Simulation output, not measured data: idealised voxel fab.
Proc. module: voxel capacitor over wiring
Section cut is 175 nm wide and gridded with 5 nm square cells.
Cross-section = grid of square cells, listed top down in bands; band = one or more rows. Heights first: top, then bottom, in nm. Then materials, left to right, each with a width in nm. "edge to edge" on a single material: fills the band edge to edge. "empty": empty space. For the purposes of this specification, 0 denotes the height below which the wafer in its as-received condition is composed wholly of one material, and the lowermost band, lacking a lower limit, extends downward without end, as expressed in "0 and below". When a width is written as two numbers, as in "30..40", the first number is the width in the top row of cells of the band and the second is the width in its bottom row, and the width changes by the same amount from each row to the next. "changes: none" (step): cross-section cells unchanged, all of them. Look at "Entrapped void list" for the closed voids: empty spaces with no open path to the top, sized 8 cells or up. Each is width x height at distance, distance from the left edge, all nm. Text after the settings on a step's line: the simulator's own remark on that step. overlay nm: how far to the right of its planned place the mask lay on this masked step (negative: to the left).
# The following list gives the planned process steps
1. RECEIVE with material Si
2. CONFORMAL_DEP with material SiO2, thk nm 15
3. DIRECTIONAL_DEP with material TiN, thk nm 5
4. DIRECTIONAL_DEP with material Ru, thk nm 20
5. DIRECTIONAL_DEP with material aC, thk nm 15
6. PATTERN with tone cover, mask id METAL_1, material resist, width nm 30, pitch nm 80, thk nm 35, overlay nm 0
7. DIRECTIONAL_ETCH with etch materials aC, depth nm 15
8. STRIP with etch materials resist
9. DIRECTIONAL_ETCH with etch materials Ru, depth nm 20
10. DIRECTIONAL_ETCH with etch materials TiN, depth nm 5
11. STRIP with etch materials aC
12. FILL_DEP with material lowk, thk nm 5
13. CMP with height nm 40
14. CONFORMAL_DEP with material SiCN, thk nm 5
15. DIRECTIONAL_DEP with material lowk, thk nm 20
16. DIRECTIONAL_DEP with material aC, thk nm 10
17. PATTERN with tone open, mask id PLUG_1, material resist, width nm 15, thk nm 25, overlay nm 0
18. DIRECTIONAL_ETCH with etch materials aC, depth nm 10
19. STRIP with etch materials resist
20. DIRECTIONAL_ETCH with etch materials lowk, depth nm 20
21. DIRECTIONAL_ETCH with etch materials SiCN, depth nm 5
22. STRIP with etch materials aC
23. CONFORMAL_DEP with material TiN, thk nm 5
24. FILL_DEP with material Ru, thk nm 5
25. CMP with height nm 65
26. DIRECTIONAL_DEP with material TiN, thk nm 10
27. DIRECTIONAL_DEP with material SiN, thk nm 5
28. DIRECTIONAL_DEP with material TiN, thk nm 10
29. DIRECTIONAL_DEP with material aC, thk nm 15
30. PATTERN with tone cover, mask id UPPER_PLATE, material resist, width nm 55, thk nm 30, overlay nm -15
31. DIRECTIONAL_ETCH with etch materials aC, depth nm 15
32. STRIP with etch materials resist
33. DIRECTIONAL_ETCH with etch materials TiN, depth nm 10
34. DIRECTIONAL_ETCH with etch materials SiN, depth nm 5
35. STRIP with etch materials aC
36. DIRECTIONAL_DEP with material aC, thk nm 10
37. PATTERN with tone cover, mask id LOWER_PLATE, material resist, width nm 65, thk nm 30, overlay nm 0
38. DIRECTIONAL_ETCH with etch materials aC, depth nm 10
39. STRIP with etch materials resist
40. DIRECTIONAL_ETCH with etch materials TiN, depth nm 10
41. STRIP with etch materials aC
42. FILL_DEP with material SiO2, thk nm 20
43. CMP with height nm 105
44. MASKED_ETCH with tone open, mask id PLUG_2, width nm 15, etch materials SiO2, depth nm 15, overlay nm 0
45. CONFORMAL_DEP with material TiN, thk nm 5
46. FILL_DEP with material Ru, thk nm 5
47. CMP with height nm 105
48. CONFORMAL_DEP with material SiCN, thk nm 5
varied across the wafers: overlay nm of step 30. The plan shows the first wafer's value. All wafers start alike
# The first of several wafers in cross-section, exactly as it reached us after step 1
0 and below = Si edge to edge
Entrapped void list: none
# For your reference, the table is organized with a row per wafer; each row reflects the wafer at the end of the module, indicating for each material the cells gained (+) or lost (-) since receipt, and thereafter its closed voids
overlay nm -15 | +54 Ru | +67 SiCN | +11 SiN | +317 SiO2 | +78 TiN | +243 lowk | Entrapped void list: none
overlay nm -10 | +54 Ru | +67 SiCN | +11 SiN | +317 SiO2 | +78 TiN | +243 lowk | Entrapped void list: none
overlay nm -5 | +54 Ru | +67 SiCN | +11 SiN | +317 SiO2 | +78 TiN | +243 lowk | Entrapped void list: none
overlay nm 0 | +54 Ru | +67 SiCN | +11 SiN | +317 SiO2 | +78 TiN | +243 lowk | Entrapped void list: none
overlay nm 5 | +54 Ru | +67 SiCN | +11 SiN | +317 SiO2 | +78 TiN | +243 lowk | Entrapped void list: none
overlay nm 10 | +54 Ru | +67 SiCN | +11 SiN | +317 SiO2 | +78 TiN | +243 lowk | Entrapped void list: none
overlay nm 15 | +54 Ru | +67 SiCN | +11 SiN | +317 SiO2 | +78 TiN | +243 lowk | Entrapped void list: none
